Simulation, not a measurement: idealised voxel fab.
The following process module bears the name voxel spacer lines.
The width of the displayed cross-section, cut, is 280 nm; its cells are square, with a size of 5 nm.
Cross-sections here: square-cell grids, written as top-down lists of bands, a band being one or more rows of cells. A band entry consists of two parts. The first gives the height of the band's top and the height of its bottom, in nm. The rest lists the band's materials from left to right, each with its width in nm. A single material labelled with the word "edge to edge" fills the band from edge to edge, and the word "empty" marks empty space. Convention: height 0 is the level below which the wafer, as received, is all one material. The lowest band does not terminate at the bottom but continues downward, represented as "from 0 down". Top row gets the first number, bottom row gets the second, and each row in between changes by the same step: that is how a band width like "30->40" works. "no change occurred" -> step changed no cross-section cell. In the "Cavities, sealed" entry, you get each enclosed empty space of 8 cells or more, one with no open way to the top, written width x height at distance, distance from the left edge, in nm. Post-settings text on a step line: simulator's own remark regarding the step. The "overlay nm" setting may appear on a step's line; for a step that uses a mask, it gives how far to the right of its planned position the mask lay, and a negative value indicates the left.
The process steps that were planned are listed below
1. RECEIVE, material Si
2. CONFORMAL_DEP, material Al2O3, thk nm 5
3. DIRECTIONAL_DEP, material polySi, thk nm 10
4. DIRECTIONAL_DEP, material aC, thk nm 20
5. PATTERN, tone cover, mask id MANDREL, material resist, width nm 15, pitch nm 60, thk nm 30, overlay nm 0
6. DIRECTIONAL_ETCH, etch materials aC, depth nm 20
7. STRIP, etch materials resist
8. CONFORMAL_DEP, material SiO2, thk nm 15
9. DIRECTIONAL_ETCH, etch materials SiO2, depth nm 15
10. STRIP, etch materials aC
11. DIRECTIONAL_ETCH, etch materials polySi, depth nm 10
12. STRIP, etch materials SiO2
On the first of the two wafers: run conducted according to plan
Wafer as received: cross-section following step 1
- from 0 down  Si edge to edge
- Cavities, sealed: none
After step 2, in cross-section
- from 5 to 0  Al2O3 edge to edge
- Everything below 0 is unchanged.
After step 3, in cross-section
- from 15 to 5  polySi edge to edge
- Everything below 5 is unchanged.
After step 4, in cross-section
- from 35 to 15  aC edge to edge
- Everything below 15 is unchanged.
After step 5, in cross-section
- from 65 to 35  empty 70 | resist 15 | empty 45 | resist 15 | empty 45 | resist 15 | empty 75
- Everything below 35 is unchanged.
After step 6, in cross-section
- from 45 to 35  empty 70 | resist 15 | empty 45 | resist 15 | empty 45 | resist 15 | empty 75
- from 35 to 15  empty 70 | aC 15 | empty 45 | aC 15 | empty 45 | aC 15 | empty 75
- Everything below 15 is unchanged.
After step 7, in cross-section
- from 35 to 15  empty 70 | aC 15 | empty 45 | aC 15 | empty 45 | aC 15 | empty 75
- Everything below 15 is unchanged.
After step 8, in cross-section
- from 50 to 35  empty 55 | SiO2 45 | empty 15 | SiO2 45 | empty 15 | SiO2 45 | empty 60
- from 35 to 30  empty 55 | SiO2 15 | aC 15 | SiO2 15 | empty 15 | SiO2 15 | aC 15 | SiO2 15 | empty 15 | SiO2 15 | aC 15 | SiO2 15 | empty 60
- from 30 to 15  SiO2 70 | aC 15 | SiO2 45 | aC 15 | SiO2 45 | aC 15 | SiO2 75
- Everything below 15 is unchanged.
After step 9, in cross-section
- from 35 to 15  empty 55 | SiO2 15 | aC 15 | SiO2 15 | empty 15 | SiO2 15 | aC 15 | SiO2 15 | empty 15 | SiO2 15 | aC 15 | SiO2 15 | empty 60
- Everything below 15 is unchanged.
After step 10, in cross-section
- from 35 to 15  empty 55 | SiO2 15 | empty 15 | SiO2 15 | empty 15 | SiO2 15 | empty 15 | SiO2 15 | empty 15 | SiO2 15 | empty 15 | SiO2 15 | empty 60
- Everything below 15 is unchanged.
After step 11, in cross-section
- from 35 to 15  empty 55 | SiO2 15 | empty 15 | SiO2 15 | empty 15 | SiO2 15 | empty 15 | SiO2 15 | empty 15 | SiO2 15 | empty 15 | SiO2 15 | empty 60
- from 15 to 5  empty 55 | polySi 15 | empty 15 | polySi 15 | empty 15 | polySi 15 | empty 15 | polySi 15 | empty 15 | polySi 15 | empty 15 | polySi 15 | empty 60
- Everything below 5 is unchanged.
After step 12, in cross-section
- from 15 to 5  empty 55 | polySi 15 | empty 15 | polySi 15 | empty 15 | polySi 15 | empty 15 | polySi 15 | empty 15 | polySi 15 | empty 15 | polySi 15 | empty 60
- Everything below 5 is unchanged.
Second wafer: like start, like plan, one mistake. Through step 10 it matches the first wafer
X-section, second wafer, when step 11 was due to finish
- from 35 to 15  empty 55 | SiO2 15 | empty 15 | SiO2 15 | empty 15 | SiO2 15 | empty 15 | SiO2 15 | empty 15 | SiO2 15 | empty 15 | SiO2 15 | empty 60
- from 15 to 5  empty 55 | polySi 15 | empty 15 | polySi 15 | empty 15 | polySi 15 | empty 15 | polySi 15 | empty 15 | polySi 15 | empty 15 | polySi 15 | empty 60
- Everything below 5 is unchanged.
X-section, second wafer, when step 12 was due to finish
- from 15 to 5  empty 55 | polySi 15 | empty 15 | polySi 15 | empty 15 | polySi 15 | empty 15 | polySi 15 | empty 15 | polySi 15 | empty 15 | polySi 15 | empty 60
- Everything below 5 is unchanged.
Nonconformance to the process plan: step 11 of the plan was executed twice over
The two wafers wind up with the same cross-section at the end, so whatever this model computes is the same despite the mistake.
